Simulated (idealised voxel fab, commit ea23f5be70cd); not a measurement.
The following is a process module called voxel trench capacitor.
Shown is cross-section cut, with a width of 160 nm and square cells of size 5 nm.
Bands, listed from the top down, are how a cross-section gets written in this document; the cross-section itself is a grid of square cells, and a band is one or more rows of them.
Band: top height; bottom height; in nm. Then, left to right: material with width in nm, for each material. "full width": a single material spanning edge to edge. "air": empty space.
Convention: height 0 is the level below which the wafer, as received, is all one material. The lowest band does not terminate at the bottom but continues downward, represented as "top 0, no bottom".
Width spec "30->40" -> top row of cells at first value, bottom row at second value, equal per-row change in between.
Take "no modification" at face value: in the step it is given for, the cross-section changed in none of its cells.
"Sealed void list" means: voids of 8 cells or more that are shut off from the top with no open way through. Written width x height at distance, distance from the left edge, in nm.
If you see something after the settings on a step's line, that's the simulator's own remark about that step.
The setting "overlay nm" may be written on the line of a step. When the step uses a mask, the value reports how far to the right of the planned place the mask lay, and a negative value reports that it lay to the left.
-- Process steps - plan
1 RECEIVE,material Si
2 CONFORMAL_DEP,material SiN,thk nm 10
3 MASKED_ETCH,tone open,mask id TRENCH,width nm 30,pitch nm 45,etch materials SiN,depth nm 10,overlay nm 0
4 MASKED_ETCH,tone open,mask id TRENCH,width nm 30,pitch nm 45,etch materials Si,depth nm 40,overlay nm 0
5 CONFORMAL_DEP,material Al2O3,thk nm 5
6 CONFORMAL_DEP,material TiN,thk nm 5
7 FILL_DEP,material W,thk nm 5
8 CMP,height nm 10
-- As-received wafer cross-section (after step 1)
* top 0, no bottom: Si full width
* Sealed void list: none
-- Looking at the first of two wafers in cross-section at end of module - ran to plan
* top 10, bottom 0: SiN: 40, then Al2O3: 5, then TiN: 5, then W: 10, then TiN: 5, then Al2O3: 5, then SiN: 15, then Al2O3: 5, then TiN: 5, then W: 10, then TiN: 5, then Al2O3: 5, then SiN: 45
* top 0, bottom -30: Si: 40, then Al2O3: 5, then TiN: 5, then W: 10, then TiN: 5, then Al2O3: 5, then Si: 15, then Al2O3: 5, then TiN: 5, then W: 10, then TiN: 5, then Al2O3: 5, then Si: 45
* top -30, bottom -35: Si: 40, then Al2O3: 5, then TiN: 20, then Al2O3: 5, then Si: 15, then Al2O3: 5, then TiN: 20, then Al2O3: 5, then Si: 45
* top -35, bottom -40: Si: 40, then Al2O3: 30, then Si: 15, then Al2O3: 30, then Si: 45
* top -40, no bottom: Si full width
* Sealed void list: none
-- Cross-section at end of module for the second wafer of two, which matched the first in starting point and plan and differed by one mistake in its processing
* top 10, bottom 0: SiN: 40, then TiN: 5, then Al2O3: 5, then W: 10, then Al2O3: 5, then TiN: 5, then SiN: 15, then TiN: 5, then Al2O3: 5, then W: 10, then Al2O3: 5, then TiN: 5, then SiN: 45
* top 0, bottom -30: Si: 40, then TiN: 5, then Al2O3: 5, then W: 10, then Al2O3: 5, then TiN: 5, then Si: 15, then TiN: 5, then Al2O3: 5, then W: 10, then Al2O3: 5, then TiN: 5, then Si: 45
* top -30, bottom -35: Si: 40, then TiN: 5, then Al2O3: 20, then TiN: 5, then Si: 15, then TiN: 5, then Al2O3: 20, then TiN: 5, then Si: 45
* top -35, bottom -40: Si: 40, then TiN: 30, then Si: 15, then TiN: 30, then Si: 45
* top -40, no bottom: Si full width
* Sealed void list: none
What was done differently from what was planned? deviation from plan: step 6 and step 5 executed in one another's positions
End of process, cell counts, second wafer against first, materials with more or fewer: 8 fewer of Al2O3, 8 more of TiN
